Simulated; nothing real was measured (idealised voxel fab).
Presented below is a process module, voxel wiring stack.
Xsec cut, 220 nm wide, square cell size 5 nm.
In what follows, cross-sections appear as grids of square cells, described through bands that run from the top down, where every band is one or more rows of cells.
A band entry consists of two parts. The first gives the height of the band's top and the height of its bottom, in nm. The rest lists the band's materials from left to right, each with its width in nm. A single material labelled with the word "throughout" fills the band from edge to edge, and the word "blank" marks empty space.
Height is counted from the level 0, under which the received wafer is composed throughout of one material. The lowest of the bands is not closed at the bottom but continues downward, in the notation "z 0 and below".
So if you see something like "30->40" for the width, read it as the top row of the band sitting at the first number and the bottom row at the second, with every row in between moving by the same amount as the last.
"nothing altered" after a step means that no cell of the cross-section changed.
What "Sealed-off cavities" gives you is every empty space of 8 cells or more that is cut off from the top. Each appears as width x height at distance, with the distance taken from the left edge and width, height and distance all in nm.
Past the settings on a step's line: simulator remark, on that step.
"overlay nm" answers the question of how far to the right of plan the mask lay on a step that has a mask, and when it is negative the answer is to the left.
**The process steps that were planned are listed below**
1 RECEIVE [material Si]
2 CONFORMAL_DEP [material SiO2] [thk nm 15]
3 CONFORMAL_DEP [material SiCN] [thk nm 5]
4 DIRECTIONAL_DEP [material lowk] [thk nm 15]
5 PATTERN [tone open] [mask id METAL_1] [material resist] [width nm 25] [pitch nm 45] [thk nm 15] [overlay nm 0]
6 DIRECTIONAL_ETCH [etch materials lowk] [depth nm 15]
7 DIRECTIONAL_ETCH [etch materials SiCN] [depth nm 5]
8 STRIP [etch materials resist]
9 CONFORMAL_DEP [material TiN] [thk nm 5]
10 FILL_DEP [material Cu] [thk nm 10]
11 CMP [height nm 35]
12 EPI [material Ru] [thk nm 5]
13 FILL_DEP [material SiCN] [thk nm 5]
14 DIRECTIONAL_DEP [material lowk] [thk nm 20]
15 PATTERN [tone open] [mask id PLUG_1] [material resist] [width nm 15] [thk nm 20] [overlay nm 0]
16 DIRECTIONAL_ETCH [etch materials lowk] [depth nm 20]
17 DIRECTIONAL_ETCH [etch materials SiCN] [depth nm 5]
18 STRIP [etch materials resist]
19 CONFORMAL_DEP [material TiN] [thk nm 5]
20 FILL_DEP [material Cu] [thk nm 10]
21 CMP [height nm 65]
22 CONFORMAL_DEP [material SiCN] [thk nm 5]
23 DIRECTIONAL_DEP [material lowk] [thk nm 20]
24 PATTERN [tone open] [mask id METAL_2] [material resist] [width nm 25] [pitch nm 45] [thk nm 15] [overlay nm 0]
25 DIRECTIONAL_ETCH [etch materials lowk] [depth nm 20]
26 DIRECTIONAL_ETCH [etch materials SiCN] [depth nm 5]
27 STRIP [etch materials resist]
28 CONFORMAL_DEP [material TiN] [thk nm 5]
29 FILL_DEP [material Cu] [thk nm 5]
30 CMP [height nm 90]
31 EPI [material Ru] [thk nm 5]
32 FILL_DEP [material SiCN] [thk nm 5]
33 DIRECTIONAL_DEP [material SiO2] [thk nm 30]
34 PATTERN [tone open] [mask id METAL_3_HOLES] [material resist] [width nm 15] [thk nm 20] [overlay nm 0]
35 DIRECTIONAL_ETCH [etch materials SiO2] [depth nm 30]
36 STRIP [etch materials resist]
37 PATTERN [tone open] [mask id METAL_3] [material resist] [width nm 25] [pitch nm 45] [thk nm 20] [overlay nm 0]
38 DIRECTIONAL_ETCH [etch materials SiO2] [depth nm 15]
39 DIRECTIONAL_ETCH [etch materials SiCN] [depth nm 5]
40 STRIP [etch materials resist]
41 CONFORMAL_DEP [material TiN] [thk nm 5]
42 FILL_DEP [material Cu] [thk nm 10]
43 CMP [height nm 130]
44 CONFORMAL_DEP [material SiCN] [thk nm 5]
45 DIRECTIONAL_DEP [material lowk] [thk nm 30]
46 PATTERN [tone open] [mask id METAL_4] [material resist] [width nm 25] [pitch nm 45] [thk nm 15] [overlay nm 0]
47 DIRECTIONAL_ETCH [etch materials lowk] [depth nm 15]
48 STRIP [etch materials resist]
49 PATTERN [tone open] [mask id METAL_4_HOLES] [material resist] [width nm 15] [pitch nm 45] [thk nm 15] [overlay nm 0]
50 DIRECTIONAL_ETCH [etch materials lowk] [depth nm 15]
51 DIRECTIONAL_ETCH [etch materials SiCN] [depth nm 5]
52 STRIP [etch materials resist]
53 CONFORMAL_DEP [material TiN] [thk nm 5]
54 FILL_DEP [material Cu] [thk nm 5]
55 CMP [height nm 165]
56 CONFORMAL_DEP [material SiCN] [thk nm 5]
Split variable: width nm, step 49. Plan value = first wafer. Wafers start alike.
**Received condition of the first of several wafers, sectioned: post-step 1**
	z 0 and below | Si throughout
	Sealed-off cavities: none
**First wafer of several, cross-section, module end, after step 56 (last)**
	z 170 to 165 | SiCN throughout
	z 165 to 155 | lowk (75); TiN (5); Cu (15); TiN (5); lowk (20); TiN (5); Cu (15); TiN (5); lowk (75)
	z 155 to 150 | lowk (75); TiN (5); Cu (5); TiN (15); lowk (20); TiN (5); Cu (5); TiN (15); lowk (75)
	z 150 to 135 | lowk (75); TiN (5); Cu (5); TiN (5); lowk (30); TiN (5); Cu (5); TiN (5); lowk (85)
	z 135 to 130 | SiCN (75); TiN (15); SiCN (30); TiN (15); SiCN (85)
	z 130 to 120 | SiO2 (75); TiN (5); Cu (15); TiN (5); SiO2 (20); TiN (5); Cu (15); TiN (5); SiO2 (75)
	z 120 to 115 | SiO2 (75); TiN (5); Cu (5); TiN (15); SiO2 (20); TiN (25); SiO2 (75)
	z 115 to 100 | SiO2 (75); TiN (5); Cu (5); TiN (5); SiO2 (130)
	z 100 to 95 | SiCN (75); TiN (15); SiCN (130)
	z 95 to 90 | SiCN (70); Ru (35); SiCN (10); Ru (35); SiCN (70)
	z 90 to 70 | lowk (75); TiN (5); Cu (15); TiN (5); lowk (20); TiN (5); Cu (15); TiN (5); lowk (75)
	z 70 to 65 | SiCN (75); TiN (25); SiCN (20); TiN (25); SiCN (75)
	z 65 to 45 | lowk (75); TiN (5); Cu (5); TiN (5); lowk (130)
	z 45 to 40 | SiCN (75); TiN (15); SiCN (130)
	z 40 to 35 | SiCN (70); Ru (35); SiCN (10); Ru (35); SiCN (70)
	z 35 to 20 | lowk (75); TiN (5); Cu (15); TiN (5); lowk (20); TiN (5); Cu (15); TiN (5); lowk (75)
	z 20 to 15 | SiCN (75); TiN (25); SiCN (20); TiN (25); SiCN (75)
	z 15 to 0 | SiO2 throughout
	z 0 and below | Si throughout
	Sealed-off cavities: none
**Cross-sectional view, end of module, last wafer of several**
	z 170 to 165 | SiCN throughout
	z 165 to 155 | lowk (70); TiN (5); Cu (20); TiN (5); lowk (15); TiN (5); Cu (20); TiN (5); lowk (75)
	z 155 to 150 | lowk (70); TiN (10); Cu (15); TiN (5); lowk (15); TiN (10); Cu (15); TiN (5); lowk (75)
	z 150 to 135 | lowk (75); TiN (5); Cu (15); TiN (5); lowk (20); TiN (5); Cu (15); TiN (5); lowk (75)
	z 135 to 130 | SiCN (75); TiN (25); SiCN (20); TiN (25); SiCN (75)
	z 130 to 120 | SiO2 (75); TiN (5); Cu (15); TiN (5); SiO2 (20); TiN (5); Cu (15); TiN (5); SiO2 (75)
	z 120 to 115 | SiO2 (75); TiN (5); Cu (5); TiN (15); SiO2 (20); TiN (25); SiO2 (75)
	z 115 to 100 | SiO2 (75); TiN (5); Cu (5); TiN (5); SiO2 (130)
	z 100 to 95 | SiCN (75); TiN (15); SiCN (130)
	z 95 to 90 | SiCN (70); Ru (35); SiCN (10); Ru (35); SiCN (70)
	z 90 to 70 | lowk (75); TiN (5); Cu (15); TiN (5); lowk (20); TiN (5); Cu (15); TiN (5); lowk (75)
	z 70 to 65 | SiCN (75); TiN (25); SiCN (20); TiN (25); SiCN (75)
	z 65 to 45 | lowk (75); TiN (5); Cu (5); TiN (5); lowk (130)
	z 45 to 40 | SiCN (75); TiN (15); SiCN (130)
	z 40 to 35 | SiCN (70); Ru (35); SiCN (10); Ru (35); SiCN (70)
	z 35 to 20 | lowk (75); TiN (5); Cu (15); TiN (5); lowk (20); TiN (5); Cu (15); TiN (5); lowk (75)
	z 20 to 15 | SiCN (75); TiN (25); SiCN (20); TiN (25); SiCN (75)
	z 15 to 0 | SiO2 throughout
	z 0 and below | Si throughout
	Sealed-off cavities: none
**The rows of the table below are wafers. Looking at the end of the module, a row counts, for every material, the cells the wafer has gained, shown as (+), or lost, shown as (-), since it was received; its closed voids come next**
width nm 15; +82 Cu; +28 Ru; +292 SiCN; +357 SiO2; +119 TiN; +618 lowk; Sealed-off cavities: none
width nm 20; +90 Cu; +28 Ru; +290 SiCN; +357 SiO2; +119 TiN; +612 lowk; Sealed-off cavities: none
width nm 25; +94 Cu; +28 Ru; +290 SiCN; +357 SiO2; +121 TiN; +606 lowk; Sealed-off cavities: none
width nm 30; +102 Cu; +28 Ru; +288 SiCN; +357 SiO2; +121 TiN; +600 lowk; Sealed-off cavities: none
